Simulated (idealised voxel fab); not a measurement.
Module name: voxel transistor to metal (process module)
Displayed cross-section: cut, width of 215 nm, square cells sized 5 nm.
A cross-section is written here as square cells arranged in a grid, and it is given in bands from the top down, each band taking up one or more rows of cells. Basically the band line says how high the top is and how high the bottom is, in nm, and then what's in it from left to right, every material with its width in nm. Empty space shows up as "empty", and if a single material carries "throughout" it runs the full band edge to edge. Where do heights start? At 0: under that level the wafer as delivered is made of one material only. And the lowest band has no floor; it just carries on downward, as in "0 nm and below". Read "30 to 40" as a graded width: first number on top, second number at the bottom, same change between each pair of neighbouring rows. Basically "nothing changed" means that step didn't change any cell in the cross-section. Look at "Fully closed voids" for the closed voids: empty spaces with no open path to the top, sized 8 cells or up. Each is width x height at distance, distance from the left edge, all nm. The remark found on a step's line after its settings is issued by the simulator itself and pertains to that step. overlay nm: where the mask lay relative to plan, measured to the right, on steps with a mask; negatives go left.

[Planned step list for the process]
1 RECEIVE: material Si
2 CONFORMAL_DEP: material SiO2, thk nm 5
3 CONFORMAL_DEP: material SiN, thk nm 10
4 PATTERN: tone cover, mask id ACTIVE, material resist, width nm 110, thk nm 15, overlay nm 0
5 DIRECTIONAL_ETCH: etch materials SiN, depth nm 10
6 DIRECTIONAL_ETCH: etch materials SiO2, depth nm 5
7 DIRECTIONAL_ETCH: etch materials Si, depth nm 20
8 STRIP: etch materials resist
9 OXIDIZE: depth nm 5
10 FILL_DEP: material SiO2, thk nm 15
11 CMP: height nm 15
12 SELECTIVE_ETCH: etch materials SiO2, depth nm 5
13 STRIP: etch materials SiN
14 SELECTIVE_ETCH: etch materials SiO2, depth nm 5
15 OXIDIZE: depth nm 5
16 DIRECTIONAL_DEP: material polySi, thk nm 30
17 DIRECTIONAL_DEP: material SiCN, thk nm 10
18 PATTERN: tone cover, mask id GATE, material resist, width nm 20, thk nm 15, overlay nm 0
19 DIRECTIONAL_ETCH: etch materials SiCN, depth nm 20
20 DIRECTIONAL_ETCH: etch materials polySi, depth nm 40
21 STRIP: etch materials resist
22 CONFORMAL_DEP: material SiN, thk nm 10
23 DIRECTIONAL_ETCH: etch materials SiN, depth nm 10
24 DIRECTIONAL_ETCH: etch materials SiO2, depth nm 5
25 DIRECTIONAL_ETCH: etch materials Si, depth nm 10
26 EPI: material pSi, thk nm 10
27 FILL_DEP: material SiO2, thk nm 5
28 CMP: height nm 40
29 DIRECTIONAL_DEP: material SiO2, thk nm 10
30 PATTERN: tone open, mask id CONTACT, material resist, width nm 20, pitch nm 80, thk nm 20, overlay nm 0
31 DIRECTIONAL_ETCH: etch materials SiO2, depth nm 55
32 STRIP: etch materials resist
33 CONFORMAL_DEP: material TiN, thk nm 5
34 FILL_DEP: material Ru, thk nm 5
35 CMP: height nm 50
36 CONFORMAL_DEP: material SiCN, thk nm 5
37 DIRECTIONAL_DEP: material lowk, thk nm 20
38 PATTERN: tone open, mask id METAL_1, material resist, width nm 20, pitch nm 80, thk nm 15, overlay nm 0
39 DIRECTIONAL_ETCH: etch materials lowk, depth nm 20
40 DIRECTIONAL_ETCH: etch materials SiCN, depth nm 5
41 STRIP: etch materials resist
42 CONFORMAL_DEP: material TiN, thk nm 5
43 FILL_DEP: material Cu, thk nm 10
44 CMP: height nm 75
45 CONFORMAL_DEP: material SiCN, thk nm 5
46 DIRECTIONAL_DEP: material SiO2, thk nm 35
47 DIRECTIONAL_DEP: material aC, thk nm 15
48 PATTERN: tone open, mask id METAL_2_HOLES, material resist, width nm 15, pitch nm 80, thk nm 35, overlay nm 0
49 DIRECTIONAL_ETCH: etch materials aC, depth nm 15
50 STRIP: etch materials resist
51 DIRECTIONAL_ETCH: etch materials SiO2, depth nm 35
52 STRIP: etch materials aC
53 MASKED_ETCH: tone open, mask id METAL_2, width nm 20, pitch nm 80, etch materials SiO2, depth nm 20, overlay nm 0
54 MASKED_ETCH: tone open, mask id METAL_2, width nm 20, pitch nm 80, etch materials SiCN, depth nm 5, overlay nm 0
55 CONFORMAL_DEP: material TiN, thk nm 5
56 FILL_DEP: material Ru, thk nm 5
57 CMP: height nm 115
58 CONFORMAL_DEP: material SiCN, thk nm 5

[First of two wafers, processed according to plan]

[Received-state cross-section, reflecting completion of step 1]
	0 nm and below: Si throughout
	Fully closed voids: none

[The following cross-section depicts the wafer upon completion of step 2]
	5 nm to 0 nm: SiO2 throughout
	Under 0: no change, same as before.

[The following cross-section depicts the wafer upon completion of step 3]
	15 nm to 5 nm: SiN throughout
	Under 5: no change, same as before.

[The following cross-section depicts the wafer upon completion of step 4]
	30 nm to 15 nm: empty: 50 / resist: 110 / empty: 55
	Under 15: no change, same as before.

[The following cross-section depicts the wafer upon completion of step 5]
	30 nm to 15 nm: empty: 50 / resist: 110 / empty: 55
	15 nm to 5 nm: empty: 50 / SiN: 110 / empty: 55
	Under 5: no change, same as before.

[The following cross-section depicts the wafer upon completion of step 6]
	30 nm to 15 nm: empty: 50 / resist: 110 / empty: 55
	15 nm to 5 nm: empty: 50 / SiN: 110 / empty: 55
	5 nm to 0 nm: empty: 50 / SiO2: 110 / empty: 55
	Under 0: no change, same as before.

[The following cross-section depicts the wafer upon completion of step 7]
	30 nm to 15 nm: empty: 50 / resist: 110 / empty: 55
	15 nm to 5 nm: empty: 50 / SiN: 110 / empty: 55
	5 nm to 0 nm: empty: 50 / SiO2: 110 / empty: 55
	0 nm to -20 nm: empty: 50 / Si: 110 / empty: 55
	Under -20: no change, same as before.

[The following cross-section depicts the wafer upon completion of step 8]
	15 nm to 5 nm: empty: 50 / SiN: 110 / empty: 55
	Under 5: no change, same as before.

[The following cross-section depicts the wafer upon completion of step 9]
	15 nm to 5 nm: empty: 50 / SiN: 110 / empty: 55
	5 nm to 0 nm: empty: 50 / SiO2: 110 / empty: 55
	0 nm to -20 nm: empty: 50 / SiO2: 5 / Si: 100 / SiO2: 5 / empty: 55
	-20 nm to -25 nm: SiO2: 55 / Si: 100 / SiO2: 60
	Under -25: no change, same as before.

[The following cross-section depicts the wafer upon completion of step 10]
	30 nm to 15 nm: SiO2 throughout
	15 nm to 5 nm: SiO2: 50 / SiN: 110 / SiO2: 55
	5 nm to 0 nm: SiO2 throughout
	0 nm to -25 nm: SiO2: 55 / Si: 100 / SiO2: 60
	Under -25: no change, same as before.

[The following cross-section depicts the wafer upon completion of step 11]
	15 nm to 5 nm: SiO2: 50 / SiN: 110 / SiO2: 55
	Under 5: no change, same as before.

[The following cross-section depicts the wafer upon completion of step 12]
	15 nm to 10 nm: empty: 50 / SiN: 110 / empty: 55
	Under 10: no change, same as before.

[The following cross-section depicts the wafer upon completion of step 13]
	10 nm to 5 nm: SiO2: 50 / empty: 110 / SiO2: 55
	Under 5: no change, same as before.

[The following cross-section depicts the wafer upon completion of step 14]
	5 nm to 0 nm: SiO2: 45 / empty: 120 / SiO2: 50
	Under 0: no change, same as before.

[The following cross-section depicts the wafer upon completion of step 15]
	5 nm to 0 nm: SiO2: 45 / empty: 120 / SiO2: 50
	0 nm to -5 nm: SiO2 throughout
	Under -5: no change, same as before.

[The following cross-section depicts the wafer upon completion of step 16]
	35 nm to 30 nm: polySi: 45 / empty: 120 / polySi: 50
	30 nm to 5 nm: polySi throughout
	5 nm to 0 nm: SiO2: 45 / polySi: 120 / SiO2: 50
	Under 0: no change, same as before.

[The following cross-section depicts the wafer upon completion of step 17]
	45 nm to 40 nm: SiCN: 45 / empty: 120 / SiCN: 50
	40 nm to 35 nm: SiCN throughout
	35 nm to 30 nm: polySi: 45 / SiCN: 120 / polySi: 50
	Under 30: no change, same as before.

[The following cross-section depicts the wafer upon completion of step 18]
	60 nm to 45 nm: empty: 95 / resist: 20 / empty: 100
	45 nm to 40 nm: SiCN: 45 / empty: 50 / resist: 20 / empty: 50 / SiCN: 50
	Under 40: no change, same as before.

[The following cross-section depicts the wafer upon completion of step 19]
	60 nm to 40 nm: empty: 95 / resist: 20 / empty: 100
	40 nm to 35 nm: empty: 95 / SiCN: 20 / empty: 100
	35 nm to 30 nm: polySi: 45 / empty: 50 / SiCN: 20 / empty: 50 / polySi: 50
	Under 30: no change, same as before.

[The following cross-section depicts the wafer upon completion of step 20]
	60 nm to 40 nm: empty: 95 / resist: 20 / empty: 100
	40 nm to 30 nm: empty: 95 / SiCN: 20 / empty: 100
	30 nm to 5 nm: empty: 95 / polySi: 20 / empty: 100
	5 nm to 0 nm: SiO2: 45 / empty: 50 / polySi: 20 / empty: 50 / SiO2: 50
	Under 0: no change, same as before.

[The following cross-section depicts the wafer upon completion of step 21]
	40 nm to 30 nm: empty: 95 / SiCN: 20 / empty: 100
	Under 30: no change, same as before.

[The following cross-section depicts the wafer upon completion of step 22]
	50 nm to 40 nm: empty: 85 / SiN: 40 / empty: 90
	40 nm to 30 nm: empty: 85 / SiN: 10 / SiCN: 20 / SiN: 10 / empty: 90
	30 nm to 15 nm: empty: 85 / SiN: 10 / polySi: 20 / SiN: 10 / empty: 90
	15 nm to 10 nm: SiN: 55 / empty: 30 / SiN: 10 / polySi: 20 / SiN: 10 / empty: 30 / SiN: 60
	10 nm to 5 nm: SiN: 95 / polySi: 20 / SiN: 100
	5 nm to 0 nm: SiO2: 45 / SiN: 50 / polySi: 20 / SiN: 50 / SiO2: 50
	Under 0: no change, same as before.

[The following cross-section depicts the wafer upon completion of step 23]
	40 nm to 30 nm: empty: 85 / SiN: 10 / SiCN: 20 / SiN: 10 / empty: 90
	30 nm to 5 nm: empty: 85 / SiN: 10 / polySi: 20 / SiN: 10 / empty: 90
	5 nm to 0 nm: SiO2: 45 / SiN: 10 / empty: 30 / SiN: 10 / polySi: 20 / SiN: 10 / empty: 30 / SiN: 10 / SiO2: 50
	Under 0: no change, same as before.

[The following cross-section depicts the wafer upon completion of step 24]
	40 nm to 30 nm: empty: 85 / SiN: 10 / SiCN: 20 / SiN: 10 / empty: 90
	30 nm to 5 nm: empty: 85 / SiN: 10 / polySi: 20 / SiN: 10 / empty: 90
	5 nm to 0 nm: empty: 45 / SiN: 10 / empty: 30 / SiN: 10 / polySi: 20 / SiN: 10 / empty: 30 / SiN: 10 / empty: 50
	0 nm to -5 nm: SiO2: 55 / empty: 30 / SiO2: 40 / empty: 30 / SiO2: 60
	Under -5: no change, same as before.

[The following cross-section depicts the wafer upon completion of step 25]
	40 nm to 30 nm: empty: 85 / SiN: 10 / SiCN: 20 / SiN: 10 / empty: 90
	30 nm to 5 nm: empty: 85 / SiN: 10 / polySi: 20 / SiN: 10 / empty: 90
	5 nm to 0 nm: empty: 45 / SiN: 10 / empty: 30 / SiN: 10 / polySi: 20 / SiN: 10 / empty: 30 / SiN: 10 / empty: 50
	0 nm to -5 nm: SiO2: 55 / empty: 30 / SiO2: 40 / empty: 30 / SiO2: 60
	-5 nm to -15 nm: SiO2: 55 / empty: 30 / Si: 40 / empty: 30 / SiO2: 60
	Under -15: no change, same as before.

[The following cross-section depicts the wafer upon completion of step 26]
	40 nm to 30 nm: empty: 85 / SiN: 10 / SiCN: 20 / SiN: 10 / empty: 90
	30 nm to 5 nm: empty: 85 / SiN: 10 / polySi: 20 / SiN: 10 / empty: 90
	5 nm to 0 nm: empty: 45 / SiN: 10 / empty: 20 / pSi: 10 / SiN: 10 / polySi: 20 / SiN: 10 / pSi: 10 / empty: 20 / SiN: 10 / empty: 50
	0 nm to -5 nm: SiO2: 55 / empty: 20 / pSi: 10 / SiO2: 40 / pSi: 10 / empty: 20 / SiO2: 60
	-5 nm to -15 nm: SiO2: 55 / pSi: 30 / Si: 40 / pSi: 30 / SiO2: 60
	Under -15: no change, same as before.

[The following cross-section depicts the wafer upon completion of step 27]
	45 nm to 40 nm: SiO2 throughout
	40 nm to 30 nm: SiO2: 85 / SiN: 10 / SiCN: 20 / SiN: 10 / SiO2: 90
	30 nm to 5 nm: SiO2: 85 / SiN: 10 / polySi: 20 / SiN: 10 / SiO2: 90
	5 nm to 0 nm: SiO2: 45 / SiN: 10 / SiO2: 20 / pSi: 10 / SiN: 10 / polySi: 20 / SiN: 10 / pSi: 10 / SiO2: 20 / SiN: 10 / SiO2: 50
	0 nm to -5 nm: SiO2: 75 / pSi: 10 / SiO2: 40 / pSi: 10 / SiO2: 80
	Under -5: no change, same as before.

[The following cross-section depicts the wafer upon completion of step 28]
	40 nm to 30 nm: SiO2: 85 / SiN: 10 / SiCN: 20 / SiN: 10 / SiO2: 90
	Under 30: no change, same as before.

[The following cross-section depicts the wafer upon completion of step 29]
	50 nm to 40 nm: SiO2 throughout
	Under 40: no change, same as before.

[The following cross-section depicts the wafer upon completion of step 30]
	70 nm to 50 nm: resist: 55 / empty: 20 / resist: 60 / empty: 20 / resist: 60
	Under 50: no change, same as before.

[The following cross-section depicts the wafer upon completion of step 31]
	70 nm to 50 nm: resist: 55 / empty: 20 / resist: 60 / empty: 20 / resist: 60
	50 nm to 40 nm: SiO2: 55 / empty: 20 / SiO2: 60 / empty: 20 / SiO2: 60
	40 nm to 30 nm: SiO2: 55 / empty: 20 / SiO2: 10 / SiN: 10 / SiCN: 20 / SiN: 10 / SiO2: 10 / empty: 20 / SiO2: 60
	30 nm to 5 nm: SiO2: 55 / empty: 20 / SiO2: 10 / SiN: 10 / polySi: 20 / SiN: 10 / SiO2: 10 / empty: 20 / SiO2: 60
	5 nm to 0 nm: SiO2: 45 / SiN: 10 / empty: 20 / pSi: 10 / SiN: 10 / polySi: 20 / SiN: 10 / pSi: 10 / empty: 20 / SiN: 10 / SiO2: 50
	0 nm to -5 nm: SiO2: 55 / empty: 20 / pSi: 10 / SiO2: 40 / pSi: 10 / empty: 20 / SiO2: 60
	Under -5: no change, same as before.

[The following cross-section depicts the wafer upon completion of step 32]
	50 nm to 40 nm: SiO2: 55 / empty: 20 / SiO2: 60 / empty: 20 / SiO2: 60
	Under 40: no change, same as before.

[The following cross-section depicts the wafer upon completion of step 33]
	55 nm to 50 nm: TiN: 60 / empty: 10 / TiN: 70 / empty: 10 / TiN: 65
	50 nm to 40 nm: SiO2: 55 / TiN: 5 / empty: 10 / TiN: 5 / SiO2: 60 / TiN: 5 / empty: 10 / TiN: 5 / SiO2: 60
	40 nm to 30 nm: SiO2: 55 / TiN: 5 / empty: 10 / TiN: 5 / SiO2: 10 / SiN: 10 / SiCN: 20 / SiN: 10 / SiO2: 10 / TiN: 5 / empty: 10 / TiN: 5 / SiO2: 60
	30 nm to 5 nm: SiO2: 55 / TiN: 5 / empty: 10 / TiN: 5 / SiO2: 10 / SiN: 10 / polySi: 20 / SiN: 10 / SiO2: 10 / TiN: 5 / empty: 10 / TiN: 5 / SiO2: 60
	5 nm to 0 nm: SiO2: 45 / SiN: 10 / TiN: 5 / empty: 10 / TiN: 5 / pSi: 10 / SiN: 10 / polySi: 20 / SiN: 10 / pSi: 10 / TiN: 5 / empty: 10 / TiN: 5 / SiN: 10 / SiO2: 50
	0 nm to -5 nm: SiO2: 55 / TiN: 20 / pSi: 10 / SiO2: 40 / pSi: 10 / TiN: 20 / SiO2: 60
	Under -5: no change, same as before.

[The following cross-section depicts the wafer upon completion of step 34]
	60 nm to 55 nm: Ru throughout
	55 nm to 50 nm: TiN: 60 / Ru: 10 / TiN: 70 / Ru: 10 / TiN: 65
	50 nm to 40 nm: SiO2: 55 / TiN: 5 / Ru: 10 / TiN: 5 / SiO2: 60 / TiN: 5 / Ru: 10 / TiN: 5 / SiO2: 60
	40 nm to 30 nm: SiO2: 55 / TiN: 5 / Ru: 10 / TiN: 5 / SiO2: 10 / SiN: 10 / SiCN: 20 / SiN: 10 / SiO2: 10 / TiN: 5 / Ru: 10 / TiN: 5 / SiO2: 60
	30 nm to 5 nm: SiO2: 55 / TiN: 5 / Ru: 10 / TiN: 5 / SiO2: 10 / SiN: 10 / polySi: 20 / SiN: 10 / SiO2: 10 / TiN: 5 / Ru: 10 / TiN: 5 / SiO2: 60
	5 nm to 0 nm: SiO2: 45 / SiN: 10 / TiN: 5 / Ru: 10 / TiN: 5 / pSi: 10 / SiN: 10 / polySi: 20 / SiN: 10 / pSi: 10 / TiN: 5 / Ru: 10 / TiN: 5 / SiN: 10 / SiO2: 50
	Under 0: no change, same as before.

[The following cross-section depicts the wafer upon completion of step 35]
	50 nm to 40 nm: SiO2: 55 / TiN: 5 / Ru: 10 / TiN: 5 / SiO2: 60 / TiN: 5 / Ru: 10 / TiN: 5 / SiO2: 60
	Under 40: no change, same as before.

[The following cross-section depicts the wafer upon completion of step 36]
	55 nm to 50 nm: SiCN throughout
	Under 50: no change, same as before.

[The following cross-section depicts the wafer upon completion of step 37]
	75 nm to 55 nm: lowk throughout
	Under 55: no change, same as before.

[The following cross-section depicts the wafer upon completion of step 38]
	90 nm to 75 nm: resist: 55 / empty: 20 / resist: 60 / empty: 20 / resist: 60
	Under 75: no change, same as before.

[The following cross-section depicts the wafer upon completion of step 39]
	90 nm to 75 nm: resist: 55 / empty: 20 / resist: 60 / empty: 20 / resist: 60
	75 nm to 55 nm: lowk: 55 / empty: 20 / lowk: 60 / empty: 20 / lowk: 60
	Under 55: no change, same as before.

[The following cross-section depicts the wafer upon completion of step 40]
	90 nm to 75 nm: resist: 55 / empty: 20 / resist: 60 / empty: 20 / resist: 60
	75 nm to 55 nm: lowk: 55 / empty: 20 / lowk: 60 / empty: 20 / lowk: 60
	55 nm to 50 nm: SiCN: 55 / empty: 20 / SiCN: 60 / empty: 20 / SiCN: 60
	Under 50: no change, same as before.

[The following cross-section depicts the wafer upon completion of step 41]
	75 nm to 55 nm: lowk: 55 / empty: 20 / lowk: 60 / empty: 20 / lowk: 60
	Under 55: no change, same as before.

[The following cross-section depicts the wafer upon completion of step 42]
	80 nm to 75 nm: TiN: 60 / empty: 10 / TiN: 70 / empty: 10 / TiN: 65
	75 nm to 55 nm: lowk: 55 / TiN: 5 / empty: 10 / TiN: 5 / lowk: 60 / TiN: 5 / empty: 10 / TiN: 5 / lowk: 60
	55 nm to 50 nm: SiCN: 55 / TiN: 20 / SiCN: 60 / TiN: 20 / SiCN: 60
	Under 50: no change, same as before.

[The following cross-section depicts the wafer upon completion of step 43]
	90 nm to 80 nm: Cu throughout
	80 nm to 75 nm: TiN: 60 / Cu: 10 / TiN: 70 / Cu: 10 / TiN: 65
	75 nm to 55 nm: lowk: 55 / TiN: 5 / Cu: 10 / TiN: 5 / lowk: 60 / TiN: 5 / Cu: 10 / TiN: 5 / lowk: 60
	Under 55: no change, same as before.

[The following cross-section depicts the wafer upon completion of step 44]
	75 nm to 55 nm: lowk: 55 / TiN: 5 / Cu: 10 / TiN: 5 / lowk: 60 / TiN: 5 / Cu: 10 / TiN: 5 / lowk: 60
	Under 55: no change, same as before.

[The following cross-section depicts the wafer upon completion of step 45]
	80 nm to 75 nm: SiCN throughout
	Under 75: no change, same as before.

[The following cross-section depicts the wafer upon completion of step 46]
	115 nm to 80 nm: SiO2 throughout
	Under 80: no change, same as before.

[The following cross-section depicts the wafer upon completion of step 47]
	130 nm to 115 nm: aC throughout
	Under 115: no change, same as before.

[The following cross-section depicts the wafer upon completion of step 48]
	165 nm to 130 nm: resist: 55 / empty: 15 / resist: 65 / empty: 15 / resist: 65
	Under 130: no change, same as before.

[The following cross-section depicts the wafer upon completion of step 49]
	150 nm to 130 nm: resist: 55 / empty: 15 / resist: 65 / empty: 15 / resist: 65
	130 nm to 115 nm: aC: 55 / empty: 15 / aC: 65 / empty: 15 / aC: 65
	Under 115: no change, same as before.

[The following cross-section depicts the wafer upon completion of step 50]
	130 nm to 115 nm: aC: 55 / empty: 15 / aC: 65 / empty: 15 / aC: 65
	Under 115: no change, same as before.

[The following cross-section depicts the wafer upon completion of step 51]
	130 nm to 115 nm: aC: 55 / empty: 15 / aC: 65 / empty: 15 / aC: 65
	115 nm to 80 nm: SiO2: 55 / empty: 15 / SiO2: 65 / empty: 15 / SiO2: 65
	Under 80: no change, same as before.

[The following cross-section depicts the wafer upon completion of step 52]
	115 nm to 80 nm: SiO2: 55 / empty: 15 / SiO2: 65 / empty: 15 / SiO2: 65
	Under 80: no change, same as before.

[The following cross-section depicts the wafer upon completion of step 53]
	115 nm to 95 nm: SiO2: 55 / empty: 20 / SiO2: 60 / empty: 20 / SiO2: 60
	Under 95: no change, same as before.

[The following cross-section depicts the wafer upon completion of step 54]
	115 nm to 95 nm: SiO2: 55 / empty: 20 / SiO2: 60 / empty: 20 / SiO2: 60
	95 nm to 80 nm: SiO2: 55 / empty: 15 / SiO2: 65 / empty: 15 / SiO2: 65
	80 nm to 75 nm: SiCN: 55 / empty: 15 / SiCN: 65 / empty: 15 / SiCN: 65
	Under 75: no change, same as before.

[The following cross-section depicts the wafer upon completion of step 55]
	120 nm to 115 nm: TiN: 60 / empty: 10 / TiN: 70 / empty: 10 / TiN: 65
	115 nm to 100 nm: SiO2: 55 / TiN: 5 / empty: 10 / TiN: 5 / SiO2: 60 / TiN: 5 / empty: 10 / TiN: 5 / SiO2: 60
	100 nm to 95 nm: SiO2: 55 / TiN: 5 / empty: 5 / TiN: 10 / SiO2: 60 / TiN: 5 / empty: 5 / TiN: 10 / SiO2: 60
	95 nm to 80 nm: SiO2: 55 / TiN: 5 / empty: 5 / TiN: 5 / SiO2: 65 / TiN: 5 / empty: 5 / TiN: 5 / SiO2: 65
	80 nm to 75 nm: SiCN: 55 / TiN: 15 / SiCN: 65 / TiN: 15 / SiCN: 65
	Under 75: no change, same as before.

[The following cross-section depicts the wafer upon completion of step 56]
	125 nm to 120 nm: Ru throughout
	120 nm to 115 nm: TiN: 60 / Ru: 10 / TiN: 70 / Ru: 10 / TiN: 65
	115 nm to 100 nm: SiO2: 55 / TiN: 5 / Ru: 10 / TiN: 5 / SiO2: 60 / TiN: 5 / Ru: 10 / TiN: 5 / SiO2: 60
	100 nm to 95 nm: SiO2: 55 / TiN: 5 / Ru: 5 / TiN: 10 / SiO2: 60 / TiN: 5 / Ru: 5 / TiN: 10 / SiO2: 60
	95 nm to 80 nm: SiO2: 55 / TiN: 5 / Ru: 5 / TiN: 5 / SiO2: 65 / TiN: 5 / Ru: 5 / TiN: 5 / SiO2: 65
	Under 80: no change, same as before.

[The following cross-section depicts the wafer upon completion of step 57]
	115 nm to 100 nm: SiO2: 55 / TiN: 5 / Ru: 10 / TiN: 5 / SiO2: 60 / TiN: 5 / Ru: 10 / TiN: 5 / SiO2: 60
	Under 100: no change, same as before.

[The following cross-section depicts the wafer upon completion of step 58]
	120 nm to 115 nm: SiCN throughout
	Under 115: no change, same as before.

[Okay, second wafer. Nothing different at the start, nothing different in the plan, just one mistake somewhere in the running. As far as step 41, counting that step, it's the first wafer all over again]

[Second wafer cross-section, taken as of the time the plan sets for step 42 to be done]
	80 nm to 75 nm: SiCN: 60 / empty: 10 / SiCN: 70 / empty: 10 / SiCN: 65
	75 nm to 55 nm: lowk: 55 / SiCN: 5 / empty: 10 / SiCN: 5 / lowk: 60 / SiCN: 5 / empty: 10 / SiCN: 5 / lowk: 60
	55 nm to 50 nm: SiCN throughout
	Under 50: no change, same as before.

[Second wafer cross-section, taken as of the time the plan sets for step 43 to be done]
	90 nm to 80 nm: Cu throughout
	80 nm to 75 nm: SiCN: 60 / Cu: 10 / SiCN: 70 / Cu: 10 / SiCN: 65
	75 nm to 55 nm: lowk: 55 / SiCN: 5 / Cu: 10 / SiCN: 5 / lowk: 60 / SiCN: 5 / Cu: 10 / SiCN: 5 / lowk: 60
	Under 55: no change, same as before.

[Second wafer cross-section, taken as of the time the plan sets for step 44 to be done]
	75 nm to 55 nm: lowk: 55 / SiCN: 5 / Cu: 10 / SiCN: 5 / lowk: 60 / SiCN: 5 / Cu: 10 / SiCN: 5 / lowk: 60
	Under 55: no change, same as before.

[Second wafer cross-section, taken as of the time the plan sets for step 45 to be done]
	80 nm to 75 nm: SiCN throughout
	Under 75: no change, same as before.

[Second wafer cross-section, taken as of the time the plan sets for step 46 to be done]
	115 nm to 80 nm: SiO2 throughout
	Under 80: no change, same as before.

[Second wafer cross-section, taken as of the time the plan sets for step 47 to be done]
	130 nm to 115 nm: aC throughout
	Under 115: no change, same as before.

[Second wafer cross-section, taken as of the time the plan sets for step 48 to be done]
	165 nm to 130 nm: resist: 55 / empty: 15 / resist: 65 / empty: 15 / resist: 65
	Under 130: no change, same as before.

[Second wafer cross-section, taken as of the time the plan sets for step 49 to be done]
	150 nm to 130 nm: resist: 55 / empty: 15 / resist: 65 / empty: 15 / resist: 65
	130 nm to 115 nm: aC: 55 / empty: 15 / aC: 65 / empty: 15 / aC: 65
	Under 115: no change, same as before.

[Second wafer cross-section, taken as of the time the plan sets for step 50 to be done]
	130 nm to 115 nm: aC: 55 / empty: 15 / aC: 65 / empty: 15 / aC: 65
	Under 115: no change, same as before.

[Second wafer cross-section, taken as of the time the plan sets for step 51 to be done]
	130 nm to 115 nm: aC: 55 / empty: 15 / aC: 65 / empty: 15 / aC: 65
	115 nm to 80 nm: SiO2: 55 / empty: 15 / SiO2: 65 / empty: 15 / SiO2: 65
	Under 80: no change, same as before.

[Second wafer cross-section, taken as of the time the plan sets for step 52 to be done]
	115 nm to 80 nm: SiO2: 55 / empty: 15 / SiO2: 65 / empty: 15 / SiO2: 65
	Under 80: no change, same as before.

[Second wafer cross-section, taken as of the time the plan sets for step 53 to be done]
	115 nm to 95 nm: SiO2: 55 / empty: 20 / SiO2: 60 / empty: 20 / SiO2: 60
	Under 95: no change, same as before.

[Second wafer cross-section, taken as of the time the plan sets for step 54 to be done]
	115 nm to 95 nm: SiO2: 55 / empty: 20 / SiO2: 60 / empty: 20 / SiO2: 60
	95 nm to 80 nm: SiO2: 55 / empty: 15 / SiO2: 65 / empty: 15 / SiO2: 65
	80 nm to 75 nm: SiCN: 55 / empty: 15 / SiCN: 65 / empty: 15 / SiCN: 65
	Under 75: no change, same as before.

[Second wafer cross-section, taken as of the time the plan sets for step 55 to be done]
	120 nm to 115 nm: TiN: 60 / empty: 10 / TiN: 70 / empty: 10 / TiN: 65
	115 nm to 100 nm: SiO2: 55 / TiN: 5 / empty: 10 / TiN: 5 / SiO2: 60 / TiN: 5 / empty: 10 / TiN: 5 / SiO2: 60
	100 nm to 95 nm: SiO2: 55 / TiN: 5 / empty: 5 / TiN: 10 / SiO2: 60 / TiN: 5 / empty: 5 / TiN: 10 / SiO2: 60
	95 nm to 80 nm: SiO2: 55 / TiN: 5 / empty: 5 / TiN: 5 / SiO2: 65 / TiN: 5 / empty: 5 / TiN: 5 / SiO2: 65
	80 nm to 75 nm: SiCN: 55 / TiN: 15 / SiCN: 65 / TiN: 15 / SiCN: 65
	Under 75: no change, same as before.

[Second wafer cross-section, taken as of the time the plan sets for step 56 to be done]
	125 nm to 120 nm: Ru throughout
	120 nm to 115 nm: TiN: 60 / Ru: 10 / TiN: 70 / Ru: 10 / TiN: 65
	115 nm to 100 nm: SiO2: 55 / TiN: 5 / Ru: 10 / TiN: 5 / SiO2: 60 / TiN: 5 / Ru: 10 / TiN: 5 / SiO2: 60
	100 nm to 95 nm: SiO2: 55 / TiN: 5 / Ru: 5 / TiN: 10 / SiO2: 60 / TiN: 5 / Ru: 5 / TiN: 10 / SiO2: 60
	95 nm to 80 nm: SiO2: 55 / TiN: 5 / Ru: 5 / TiN: 5 / SiO2: 65 / TiN: 5 / Ru: 5 / TiN: 5 / SiO2: 65
	Under 80: no change, same as before.

[Second wafer cross-section, taken as of the time the plan sets for step 57 to be done]
	115 nm to 100 nm: SiO2: 55 / TiN: 5 / Ru: 10 / TiN: 5 / SiO2: 60 / TiN: 5 / Ru: 10 / TiN: 5 / SiO2: 60
	Under 100: no change, same as before.

[Second wafer cross-section, taken as of the time the plan sets for step 58 to be done]
	120 nm to 115 nm: SiCN throughout
	Under 115: no change, same as before.
Where did the run depart from the plan? step 42 was not run as planned; what actually ran was CONFORMAL_DEP: material SiCN, thk nm 5
The second wafer ends with more or fewer cells of some materials than the first, per final count: SiCN +24 | TiN -24
